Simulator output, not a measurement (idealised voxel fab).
The following process module bears the name voxel tone inversion.
290 nm wide, 5 nm square cells: that's cross-section cut.
Throughout this document, each cross-section is represented as a grid of square cells and is presented as a sequence of bands enumerated from the top downward, where a band comprises one or more rows of cells. Band: top and bottom heights (nm) first, top before bottom; then materials from left to right, widths in nm. "full width" marks a sole material filling the band edge to edge. "air" denotes empty space. All heights in this document are referenced to 0, defined as the level beneath which the wafer, as received, consists entirely of one material. The lowest band is not bounded below; it extends indefinitely downward and is written in the form "0 nm and below". Read "30->40" as a graded width: first number on top, second number at the bottom, same change between each pair of neighbouring rows. "nothing changed" after a step means that no cell of the cross-section changed. "Closed void inventory" contains a list of empty spaces, each no smaller than 8 cells and without an open way to the top, written in the form width x height at distance with the distance from the left edge and all three in nm. It should be noted that, on the line of a given step, the content following the step's settings is a remark produced by the simulator itself with respect to that step. You can add "overlay nm" to a step's line. For a step with a mask, it describes how far the mask lay to the right of its planned position, and a negative number describes a lay to the left.
Here's what the planned process steps look like
| 1 | op RECEIVE | material Si |
| 2 | op CONFORMAL_DEP | material SiCN | thk nm 10 |
| 3 | op DIRECTIONAL_DEP | material polySi | thk nm 15 |
| 4 | op PATTERN | tone cover | mask id POSTS | material resist | width nm 20 | pitch nm 50 | thk nm 20 | overlay nm 0 |
| 5 | op DIRECTIONAL_ETCH | etch materials polySi | depth nm 15 |
| 6 | op STRIP | etch materials resist |
| 7 | op FILL_DEP | material lowk | thk nm 10 |
| 8 | op CMP | height nm 25 |
| 9 | op STRIP | etch materials polySi |
| 10 | op CONFORMAL_DEP | material TiN | thk nm 5 |
| 11 | op FILL_DEP | material W | thk nm 10 |
| 12 | op CMP | height nm 25 |
| 13 | op CONFORMAL_DEP | material SiN | thk nm 5 |
Step 1 complete: cross-section of the wafer as received
- 0 nm and below: Si full width
- Closed void inventory: none
Cross-section: first of two wafers, module finished, run according to plan
- 30 nm to 25 nm: SiN full width
- 25 nm to 15 nm: 110 nm lowk; 5 nm TiN; 10 nm W; 5 nm TiN; 30 nm lowk; 5 nm TiN; 10 nm W; 5 nm TiN; 110 nm lowk
- 15 nm to 10 nm: 110 nm lowk; 20 nm TiN; 30 nm lowk; 20 nm TiN; 110 nm lowk
- 10 nm to 0 nm: SiCN full width
- 0 nm and below: Si full width
- Closed void inventory: none
Second wafer through the module, sectioned at the end: same beginning and same plan as the first wafer, with one mistake in carrying it out
- 30 nm to 25 nm: SiN full width
- 25 nm to 20 nm: 110 nm lowk; 5 nm TiN; 10 nm W; 5 nm TiN; 30 nm lowk; 5 nm TiN; 10 nm W; 5 nm TiN; 110 nm lowk
- 20 nm to 15 nm: 110 nm lowk; 20 nm TiN; 30 nm lowk; 20 nm TiN; 110 nm lowk
- 15 nm to 0 nm: SiCN full width
- 0 nm and below: Si full width
- Closed void inventory: none
Run error: step 2 ran as: op CONFORMAL_DEP | material SiCN | thk nm 15
End check, counted in cells, second wafer has more or fewer of these materials than the first: 58 more of SiCN, 4 fewer of TiN, 4 fewer of W, 50 fewer of lowk
